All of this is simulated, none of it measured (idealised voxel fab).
Name of the process module below: voxel quadruple lines
In the cross-section labelled cut, the width is 290 nm and each square cell is 5 nm.
This document writes a cross-section as a grid whose cells are square, and gives it as bands, listed from the top down; one or more rows of cells form a band. Top, bottom (nm), then materials left to right with widths (nm); lone material tagged "everywhere" fills the whole band edge to edge; "blank" = empty space. Note: height 0 marks the level under which the wafer is uniformly one material as received. Lowest band unbounded below, written "0 nm and below". Read "30..40" as a graded width: first number on top, second number at the bottom, same change between each pair of neighbouring rows. Key: "remains unaltered" - step with no changed cell in the cross-section. "Enclosed void listing" means: voids of 8 cells or more that are shut off from the top with no open way through. Written width x height at distance, distance from the left edge, in nm. after a step's settings: what the simulator itself notes on the step. overlay nm: mask right of planned place by this much (step with mask). Neg. = left.
So here's the lineup of process steps we planned
- 1: RECEIVE, material Si
- 2: CONFORMAL_DEP, material SiO2, thk nm 10
- 3: DIRECTIONAL_DEP, material Ru, thk nm 10
- 4: DIRECTIONAL_DEP, material polySi, thk nm 15
- 5: DIRECTIONAL_DEP, material aC, thk nm 20
- 6: PATTERN, tone cover, mask id MANDREL, material resist, width nm 20, thk nm 25, overlay nm 0
- 7: DIRECTIONAL_ETCH, etch materials aC, depth nm 20
- 8: STRIP, etch materials resist
- 9: CONFORMAL_DEP, material SiO2, thk nm 10
- 10: DIRECTIONAL_ETCH, etch materials SiO2, depth nm 10
- 11: STRIP, etch materials aC
- 12: DIRECTIONAL_ETCH, etch materials polySi, depth nm 15
- 13: STRIP, etch materials SiO2
- 14: CONFORMAL_DEP, material SiCN, thk nm 5
- 15: DIRECTIONAL_ETCH, etch materials SiCN, depth nm 5
- 16: STRIP, etch materials polySi
- 17: DIRECTIONAL_ETCH, etch materials Ru, depth nm 10
- 18: STRIP, etch materials SiCN
- 19: FILL_DEP, material SiO2, thk nm 10
- 20: CMP, height nm 20
Cross-section: wafer on arrival = after step 1
  0 nm and below = Si everywhere
  Enclosed void listing: none
Wafer cross-section at end of module: start and plan as shown above, one execution error
  20 nm to 10 nm = 125 of SiO2  10 of Ru  20 of SiO2  10 of Ru  125 of SiO2
  10 nm to 0 nm = SiO2 everywhere
  0 nm and below = Si everywhere
  Enclosed void listing: none
Diagnosis: the process deviated at step 16: the operation and settings actually run there were STRIP, etch materials SiCN
